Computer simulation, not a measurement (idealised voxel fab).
Herein follows the process module entitled voxel transistor to metal.
Shown is cross-section cut, with a width of 270 nm and square cells of size 5 nm.
Think of the cross-section as a grid of square cells. We describe it in bands, top to bottom, and each band covers one or more rows of those cells.
The band entry comprises the height of the band's top followed by the height of its bottom, expressed in nm, and subsequently the band's materials from left to right, each stated together with its width in nm. Where a single material is marked with the word "throughout", that material fills the band from edge to edge. The word "blank" represents empty space.
Ref level 0: as-received wafer is one material below here. Bottom band extends down with no lower bound ("0..down").
Quick explanation for "30 to 40": the width changes in equal steps down the rows of cells, from the first number in the band's top row to the second number in its bottom row.
Key: "no modification" - step with no changed cell in the cross-section.
Empty spaces counting at least 8 cells and having no open way to the top are listed in "Closed void register". The notation width x height at distance is used for each, the distance being from the left edge and all three values in nm.
Whatever follows a step's settings on its line is a remark the simulator itself makes about that step.
"overlay nm", when on a step's line for a step with a mask, measures how far to the right of its planned place the mask lay; a negative measure means to the left.
## Here's what the planned process steps look like
1. RECEIVE [material Si]
2. OXIDIZE [depth nm 5]
3. CONFORMAL_DEP [material SiN] [thk nm 15]
4. MASKED_ETCH [tone cover] [mask id ACTIVE] [width nm 105] [pitch nm 135] [etch materials SiN] [depth nm 15] [overlay nm 0]
5. MASKED_ETCH [tone cover] [mask id ACTIVE] [width nm 105] [pitch nm 135] [etch materials SiO2] [depth nm 5] [overlay nm 0]
6. MASKED_ETCH [tone cover] [mask id ACTIVE] [width nm 105] [pitch nm 135] [etch materials Si] [depth nm 35] [overlay nm 0]
7. OXIDIZE [depth nm 5]
8. FILL_DEP [material SiO2] [thk nm 15]
9. CMP [height nm 15]
10. SELECTIVE_ETCH [etch materials SiO2] [depth nm 15]
11. STRIP [etch materials SiN]
12. SELECTIVE_ETCH [etch materials SiO2] [depth nm 5]
13. OXIDIZE [depth nm 5]
14. DIRECTIONAL_DEP [material polySi] [thk nm 25]
15. DIRECTIONAL_DEP [material SiCN] [thk nm 15]
16. MASKED_ETCH [tone cover] [mask id GATE] [width nm 25] [pitch nm 135] [etch materials SiCN] [depth nm 25] [overlay nm 0]
17. MASKED_ETCH [tone cover] [mask id GATE] [width nm 25] [pitch nm 135] [etch materials polySi] [depth nm 35] [overlay nm -10]
18. CONFORMAL_DEP [material SiO2] [thk nm 5]
19. DIRECTIONAL_ETCH [etch materials SiO2] [depth nm 5]
20. CONFORMAL_DEP [material SiN] [thk nm 10]
21. DIRECTIONAL_ETCH [etch materials SiN] [depth nm 10]
22. DIRECTIONAL_ETCH [etch materials SiO2] [depth nm 5]
23. DIRECTIONAL_ETCH [etch materials Si] [depth nm 5]
24. EPI [material pSi] [thk nm 10]
25. FILL_DEP [material SiO2] [thk nm 10]
26. CMP [height nm 20]
27. STRIP [etch materials polySi]
28. SELECTIVE_ETCH [etch materials SiO2] [depth nm 5]
29. CONFORMAL_DEP [material HfO2] [thk nm 5]
30. CONFORMAL_DEP [material TiN] [thk nm 5]
31. FILL_DEP [material W] [thk nm 10]
32. CMP [height nm 15]
33. DIRECTIONAL_DEP [material SiO2] [thk nm 10]
34. DIRECTIONAL_DEP [material aC] [thk nm 10]
35. PATTERN [tone open] [mask id CONTACT] [material resist] [width nm 20] [thk nm 30] [overlay nm 0]
36. DIRECTIONAL_ETCH [etch materials aC] [depth nm 10]
37. STRIP [etch materials resist]
38. DIRECTIONAL_ETCH [etch materials SiO2] [depth nm 30]
39. STRIP [etch materials aC]
40. CONFORMAL_DEP [material TiN] [thk nm 5]
41. FILL_DEP [material W] [thk nm 10]
42. CMP [height nm 25]
43. CONFORMAL_DEP [material SiN] [thk nm 5]
44. DIRECTIONAL_DEP [material lowk] [thk nm 25]
45. DIRECTIONAL_DEP [material aC] [thk nm 15]
46. PATTERN [tone open] [mask id METAL_1] [material resist] [width nm 20] [thk nm 30] [overlay nm 0]
47. DIRECTIONAL_ETCH [etch materials aC] [depth nm 15]
48. STRIP [etch materials resist]
49. DIRECTIONAL_ETCH [etch materials lowk] [depth nm 25]
50. DIRECTIONAL_ETCH [etch materials SiN] [depth nm 5]
51. STRIP [etch materials aC]
52. CONFORMAL_DEP [material TiN] [thk nm 5]
53. FILL_DEP [material Cu] [thk nm 5]
54. CMP [height nm 55]
55. EPI [material Ru] [thk nm 5]
56. FILL_DEP [material SiCN] [thk nm 5]
Quick note for whoever runs this: the wafers start identical, but the overlay nm at step 17 isn't the same across them. The plan just shows what the first wafer had.
## Here's the first of the wafers in cross-section, just as we got it, i.e. after step 1
* 0..down = Si throughout
* Closed void register: none
## first wafer at the end, after step 56
* 65..60 = SiCN throughout
* 60..55 = 15 nm SiCN / 30 nm Ru / 45 nm SiCN / 30 nm Ru / 30 nm SiCN / 30 nm Ru / 45 nm SiCN / 30 nm Ru / 15 nm SiCN
* 55..30 = 20 nm lowk / 5 nm TiN / 10 nm Cu / 5 nm TiN / 55 nm lowk / 5 nm TiN / 10 nm Cu / 5 nm TiN / 40 nm lowk / 5 nm TiN / 10 nm Cu / 5 nm TiN / 55 nm lowk / 5 nm TiN / 10 nm Cu / 5 nm TiN / 20 nm lowk
* 30..25 = 20 nm SiN / 20 nm TiN / 55 nm SiN / 20 nm TiN / 40 nm SiN / 20 nm TiN / 55 nm SiN / 20 nm TiN / 20 nm SiN
* 25..20 = 20 nm SiO2 / 5 nm TiN / 10 nm W / 5 nm TiN / 55 nm SiO2 / 5 nm TiN / 10 nm W / 5 nm TiN / 40 nm SiO2 / 5 nm TiN / 10 nm W / 5 nm TiN / 55 nm SiO2 / 5 nm TiN / 10 nm W / 5 nm TiN / 20 nm SiO2
* 20..15 = 20 nm SiO2 / 20 nm TiN / 55 nm SiO2 / 5 nm TiN / 10 nm W / 5 nm TiN / 40 nm SiO2 / 20 nm TiN / 55 nm SiO2 / 5 nm TiN / 10 nm W / 5 nm TiN / 20 nm SiO2
* 15..5 = 20 nm SiO2 / 10 nm TiN / 10 nm SiN / 5 nm HfO2 / 5 nm TiN / 25 nm W / 5 nm TiN / 5 nm HfO2 / 10 nm SiN / 5 nm TiN / 10 nm W / 5 nm TiN / 40 nm SiO2 / 10 nm TiN / 10 nm SiN / 5 nm HfO2 / 5 nm TiN / 25 nm W / 5 nm TiN / 5 nm HfO2 / 10 nm SiN / 5 nm TiN / 10 nm W / 5 nm TiN / 20 nm SiO2
* 5..0 = 20 nm SiO2 / 10 nm TiN / 10 nm SiN / 5 nm HfO2 / 5 nm TiN / 25 nm W / 5 nm TiN / 5 nm HfO2 / 10 nm SiN / 20 nm TiN / 40 nm SiO2 / 10 nm TiN / 10 nm SiN / 5 nm HfO2 / 5 nm TiN / 25 nm W / 5 nm TiN / 5 nm HfO2 / 10 nm SiN / 20 nm TiN / 20 nm SiO2
* 0..-5 = 20 nm SiO2 / 10 nm pSi / 10 nm SiN / 5 nm HfO2 / 35 nm TiN / 5 nm HfO2 / 10 nm SiN / 10 nm pSi / 10 nm TiN / 40 nm SiO2 / 10 nm pSi / 10 nm SiN / 5 nm HfO2 / 35 nm TiN / 5 nm HfO2 / 10 nm SiN / 10 nm pSi / 10 nm TiN / 20 nm SiO2
* -5..-10 = 15 nm SiO2 / 15 nm pSi / 10 nm SiO2 / 45 nm HfO2 / 10 nm SiO2 / 25 nm pSi / 30 nm SiO2 / 15 nm pSi / 10 nm SiO2 / 45 nm HfO2 / 10 nm SiO2 / 25 nm pSi / 15 nm SiO2
* -10..-15 = 20 nm SiO2 / 10 nm pSi / 65 nm Si / 20 nm pSi / 40 nm SiO2 / 10 nm pSi / 65 nm Si / 20 nm pSi / 20 nm SiO2
* -15..-45 = 20 nm SiO2 / 95 nm Si / 40 nm SiO2 / 95 nm Si / 20 nm SiO2
* -45..down = Si throughout
* Closed void register: none
## Last wafer, end of module, cross-section
* 65..60 = SiCN throughout
* 60..55 = 15 nm SiCN / 30 nm Ru / 45 nm SiCN / 30 nm Ru / 30 nm SiCN / 30 nm Ru / 45 nm SiCN / 30 nm Ru / 15 nm SiCN
* 55..30 = 20 nm lowk / 5 nm TiN / 10 nm Cu / 5 nm TiN / 55 nm lowk / 5 nm TiN / 10 nm Cu / 5 nm TiN / 40 nm lowk / 5 nm TiN / 10 nm Cu / 5 nm TiN / 55 nm lowk / 5 nm TiN / 10 nm Cu / 5 nm TiN / 20 nm lowk
* 30..25 = 20 nm SiN / 20 nm TiN / 55 nm SiN / 20 nm TiN / 40 nm SiN / 20 nm TiN / 55 nm SiN / 20 nm TiN / 20 nm SiN
* 25..20 = 20 nm SiO2 / 5 nm TiN / 10 nm W / 5 nm TiN / 55 nm SiO2 / 5 nm TiN / 10 nm W / 5 nm TiN / 40 nm SiO2 / 5 nm TiN / 10 nm W / 5 nm TiN / 55 nm SiO2 / 5 nm TiN / 10 nm W / 5 nm TiN / 20 nm SiO2
* 20..15 = 20 nm SiO2 / 5 nm TiN / 10 nm W / 5 nm TiN / 55 nm SiO2 / 20 nm TiN / 40 nm SiO2 / 5 nm TiN / 10 nm W / 5 nm TiN / 55 nm SiO2 / 20 nm TiN / 20 nm SiO2
* 15..5 = 20 nm SiO2 / 5 nm TiN / 10 nm W / 5 nm TiN / 10 nm SiN / 5 nm HfO2 / 5 nm TiN / 25 nm W / 5 nm TiN / 5 nm HfO2 / 10 nm SiN / 10 nm TiN / 40 nm SiO2 / 5 nm TiN / 10 nm W / 5 nm TiN / 10 nm SiN / 5 nm HfO2 / 5 nm TiN / 25 nm W / 5 nm TiN / 5 nm HfO2 / 10 nm SiN / 10 nm TiN / 20 nm SiO2
* 5..0 = 20 nm SiO2 / 20 nm TiN / 10 nm SiN / 5 nm HfO2 / 5 nm TiN / 25 nm W / 5 nm TiN / 5 nm HfO2 / 10 nm SiN / 10 nm TiN / 40 nm SiO2 / 20 nm TiN / 10 nm SiN / 5 nm HfO2 / 5 nm TiN / 25 nm W / 5 nm TiN / 5 nm HfO2 / 10 nm SiN / 10 nm TiN / 20 nm SiO2
* 0..-5 = 20 nm SiO2 / 10 nm TiN / 10 nm pSi / 10 nm SiN / 5 nm HfO2 / 35 nm TiN / 5 nm HfO2 / 10 nm SiN / 10 nm pSi / 40 nm SiO2 / 10 nm TiN / 10 nm pSi / 10 nm SiN / 5 nm HfO2 / 35 nm TiN / 5 nm HfO2 / 10 nm SiN / 10 nm pSi / 20 nm SiO2
* -5..-10 = 15 nm SiO2 / 25 nm pSi / 10 nm SiO2 / 45 nm HfO2 / 10 nm SiO2 / 15 nm pSi / 30 nm SiO2 / 25 nm pSi / 10 nm SiO2 / 45 nm HfO2 / 10 nm SiO2 / 15 nm pSi / 15 nm SiO2
* -10..-15 = 20 nm SiO2 / 20 nm pSi / 65 nm Si / 10 nm pSi / 40 nm SiO2 / 20 nm pSi / 65 nm Si / 10 nm pSi / 20 nm SiO2
* -15..-45 = 20 nm SiO2 / 95 nm Si / 40 nm SiO2 / 95 nm Si / 20 nm SiO2
* -45..down = Si throughout
* Closed void register: none
## Each row below is a wafer at the end of the module, listing for every material the number of cells it has gained (+) or lost (-) since it was received, followed by its closed voids
overlay nm -10, +40 Cu, +34 HfO2, +24 Ru, -232 Si, +84 SiCN, +70 SiN, +272 SiO2, +134 TiN, +50 W, +190 lowk, +36 pSi, Closed void register: none
overlay nm -5, +40 Cu, +32 HfO2, +24 Ru, -234 Si, +84 SiCN, +70 SiN, +272 SiO2, +134 TiN, +50 W, +190 lowk, +40 pSi, Closed void register: none
overlay nm 0, +40 Cu, +30 HfO2, +24 Ru, -236 Si, +84 SiCN, +70 SiN, +272 SiO2, +134 TiN, +50 W, +190 lowk, +44 pSi, Closed void register: none
overlay nm 5, +40 Cu, +32 HfO2, +24 Ru, -234 Si, +84 SiCN, +70 SiN, +272 SiO2, +134 TiN, +50 W, +190 lowk, +40 pSi, Closed void register: none
overlay nm 10, +40 Cu, +34 HfO2, +24 Ru, -232 Si, +84 SiCN, +70 SiN, +272 SiO2, +134 TiN, +50 W, +190 lowk, +36 pSi, Closed void register: none
